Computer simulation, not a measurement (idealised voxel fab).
A process module follows: voxel gate over fins.
The width of the displayed cross-section, cut, is 270 nm; its cells are square, with a size of 5 nm.
If you're reading a cross-section in this doc, picture square cells in a grid; it comes to you as bands, top ones listed first down to the bottom, and a band can be one or more rows of cells. Within each band entry, the heights of the top and of the bottom of the band appear first, in that order and in nm; the materials of the band then follow from left to right, each with its corresponding width in nm. The designation "edge to edge" on a single material indicates that it fills the band from edge to edge; the designation "blank" indicates empty space. All heights in this document are referenced to 0, defined as the level beneath which the wafer, as received, consists entirely of one material. The lowest band is not bounded below; it extends indefinitely downward and is written in the form "top 0, no bottom". A two-number width, for instance "30->40", indicates that the width is equal to the first number in the top row of the band and to the second number in the bottom row, and that it changes by a constant amount per row of cells. Reading "same as before" for a step: not a cell of the cross-section changed in it. Listed in "Sealed void listing": every empty space of 8 or more cells without an open way to the top. Form: width x height at distance, the distance being from the left edge, all in nm. That trailing text on a step's line, after the settings, is the simulator's own remark on the step. Regarding "overlay nm": on a step with a mask, it is the distance the mask lay to the right of its planned place; a negative value places it to the left.

[Planned step list for the process]
1 RECEIVE, material Si
2 CONFORMAL_DEP, material SiN, thk nm 5
3 PATTERN, tone cover, mask id FINS, material resist, width nm 15, pitch nm 40, thk nm 15, overlay nm 0
4 DIRECTIONAL_ETCH, etch materials SiN, depth nm 5
5 DIRECTIONAL_ETCH, etch materials Si, depth nm 30
6 STRIP, etch materials resist
7 OXIDIZE, depth nm 5
8 FILL_DEP, material SiO2, thk nm 10
9 CMP, height nm 5
10 SELECTIVE_ETCH, etch materials SiO2, depth nm 15
11 STRIP, etch materials SiN
12 CONFORMAL_DEP, material HfO2, thk nm 5
13 CONFORMAL_DEP, material TiN, thk nm 5
14 FILL_DEP, material W, thk nm 10
15 CMP, height nm 15
16 CONFORMAL_DEP, material SiN, thk nm 5

[Cross-section, incoming material, after step 1]
    top 0, no bottom: Si edge to edge
    Sealed void listing: none

[Here's the cross-section of the first of our two wafers at the end of the module - it ran as planned]
    top 20, bottom 15: SiN edge to edge
    top 15, bottom 10: W edge to edge
    top 10, bottom 5: 80 nm W | 25 nm TiN | 15 nm W | 25 nm TiN | 15 nm W | 25 nm TiN | 85 nm W
    top 5, bottom 0: 80 nm W | 5 nm TiN | 15 nm HfO2 | 5 nm TiN | 15 nm W | 5 nm TiN | 15 nm HfO2 | 5 nm TiN | 15 nm W | 5 nm TiN | 15 nm HfO2 | 5 nm TiN | 85 nm W
    top 0, bottom -5: 85 nm TiN | 5 nm HfO2 | 5 nm Si | 5 nm HfO2 | 25 nm TiN | 5 nm HfO2 | 5 nm Si | 5 nm HfO2 | 25 nm TiN | 5 nm HfO2 | 5 nm Si | 5 nm HfO2 | 90 nm TiN
    top -5, bottom -10: 90 nm HfO2 | 5 nm Si | 35 nm HfO2 | 5 nm Si | 35 nm HfO2 | 5 nm Si | 95 nm HfO2
    top -10, bottom -35: 90 nm SiO2 | 5 nm Si | 35 nm SiO2 | 5 nm Si | 35 nm SiO2 | 5 nm Si | 95 nm SiO2
    top -35, no bottom: Si edge to edge
    Sealed void listing: none

[End-of-module cross-section of the second wafer: identical starting point and process plan to the first, with one processing mistake]
    top 15, bottom 10: SiN edge to edge
    top 10, bottom 5: 80 nm W | 25 nm TiN | 15 nm W | 25 nm TiN | 15 nm W | 25 nm TiN | 85 nm W
    top 5, bottom 0: 80 nm W | 5 nm TiN | 15 nm HfO2 | 5 nm TiN | 15 nm W | 5 nm TiN | 15 nm HfO2 | 5 nm TiN | 15 nm W | 5 nm TiN | 15 nm HfO2 | 5 nm TiN | 85 nm W
    top 0, bottom -5: 85 nm TiN | 5 nm HfO2 | 5 nm Si | 5 nm HfO2 | 25 nm TiN | 5 nm HfO2 | 5 nm Si | 5 nm HfO2 | 25 nm TiN | 5 nm HfO2 | 5 nm Si | 5 nm HfO2 | 90 nm TiN
    top -5, bottom -10: 90 nm HfO2 | 5 nm Si | 35 nm HfO2 | 5 nm Si | 35 nm HfO2 | 5 nm Si | 95 nm HfO2
    top -10, bottom -35: 90 nm SiO2 | 5 nm Si | 35 nm SiO2 | 5 nm Si | 35 nm SiO2 | 5 nm Si | 95 nm SiO2
    top -35, no bottom: Si edge to edge
    Sealed void listing: none
In executing the process, a mistake was made relative to the plan: step 15 deviated from plan and actually ran as CMP, height nm 10
Counted in cells at the end, the second wafer holds more or fewer of these materials than the first: W: 54 fewer
